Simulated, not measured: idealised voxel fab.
process module | voxel ribs on slabs
The cross-section on display is named cut; it measures 175 nm wide, and its cells are 5 nm squares.
This document writes a cross-section as a grid whose cells are square, and gives it as bands, listed from the top down; one or more rows of cells form a band.
Top, bottom (nm), then materials left to right with widths (nm); lone material tagged "full width" fills the whole band edge to edge; "empty" = empty space.
Counting heights begins at 0, where everything beneath is, in the wafer as received, one material. The lowest band has no bottom; it goes on downwards, as "0 and below" shows.
Width: "30->40" (first number = top row, second number = bottom row, same change from row to row of cells).
Step marked "everything unchanged"? Then no cell in the cross-section changed in it.
"Closed cavities" lists enclosed empty spaces (at least 8 cells, no open path upward to the top), each as width x height at distance from the left edge, in nm.
Read whatever lies past the settings on a step's line as the simulator's own remark about the step.
overlay nm: how far to the right of its planned place the mask lay on this masked step (negative: to the left).

### plan
| 1 | RECEIVE (material Si) |
| 2 | DIRECTIONAL_DEP (material SiO2; thk nm 25) |
| 3 | DIRECTIONAL_DEP (material polySi; thk nm 15) |
| 4 | DIRECTIONAL_DEP (material aC; thk nm 10) |
| 5 | PATTERN (tone cover; mask id RIB; material resist; width nm 20; thk nm 25; overlay nm 0) |
| 6 | DIRECTIONAL_ETCH (etch materials aC; depth nm 10) |
| 7 | STRIP (etch materials resist) |
| 8 | DIRECTIONAL_ETCH (etch materials polySi; depth nm 10) |
| 9 | STRIP (etch materials aC) |
| 10 | PATTERN (tone cover; mask id SLAB; material resist; width nm 70; thk nm 15; overlay nm 0) |
| 11 | DIRECTIONAL_ETCH (etch materials polySi; depth nm 5) |
| 12 | STRIP (etch materials resist) |
| 13 | FILL_DEP (material SiO2; thk nm 25) |
| 14 | CMP (height nm 60) |
| 15 | DIRECTIONAL_DEP (material TiN; thk nm 10) |
| 16 | DIRECTIONAL_DEP (material aC; thk nm 15) |
| 17 | PATTERN (tone cover; mask id HEATER; material resist; width nm 30; thk nm 35; overlay nm 0) |
| 18 | DIRECTIONAL_ETCH (etch materials aC; depth nm 15) |
| 19 | STRIP (etch materials resist) |
| 20 | DIRECTIONAL_ETCH (etch materials TiN; depth nm 10) |
| 21 | STRIP (etch materials aC) |
| 22 | CONFORMAL_DEP (material SiO2; thk nm 5) |

### Cross-section: wafer on arrival = after step 1
0 and below = Si full width
Closed cavities: none

### First of two wafers, end-of-module section, run followed plan
75 down to 70 = 65 nm empty / 40 nm SiO2 / 70 nm empty
70 down to 65 = 65 nm empty / 5 nm SiO2 / 30 nm TiN / 5 nm SiO2 / 70 nm empty
65 down to 60 = 70 nm SiO2 / 30 nm TiN / 75 nm SiO2
60 down to 40 = SiO2 full width
40 down to 30 = 75 nm SiO2 / 20 nm polySi / 80 nm SiO2
30 down to 25 = 50 nm SiO2 / 70 nm polySi / 55 nm SiO2
25 down to 0 = SiO2 full width
0 and below = Si full width
Closed cavities: none

### End-of-module cross-section of the second wafer: identical starting point and process plan to the first, with one processing mistake
70 down to 60 = 70 nm empty / 30 nm TiN / 75 nm empty
60 down to 40 = SiO2 full width
40 down to 30 = 75 nm SiO2 / 20 nm polySi / 80 nm SiO2
30 down to 25 = 50 nm SiO2 / 70 nm polySi / 55 nm SiO2
25 down to 0 = SiO2 full width
0 and below = Si full width
Closed cavities: none
Which mistake was made when the wafer was run? heads up, step 22 of the plan was skipped and never actually ran
Looking at both finished wafers in cells, the second ends up ahead of or behind the first on some materials: -39 SiO2
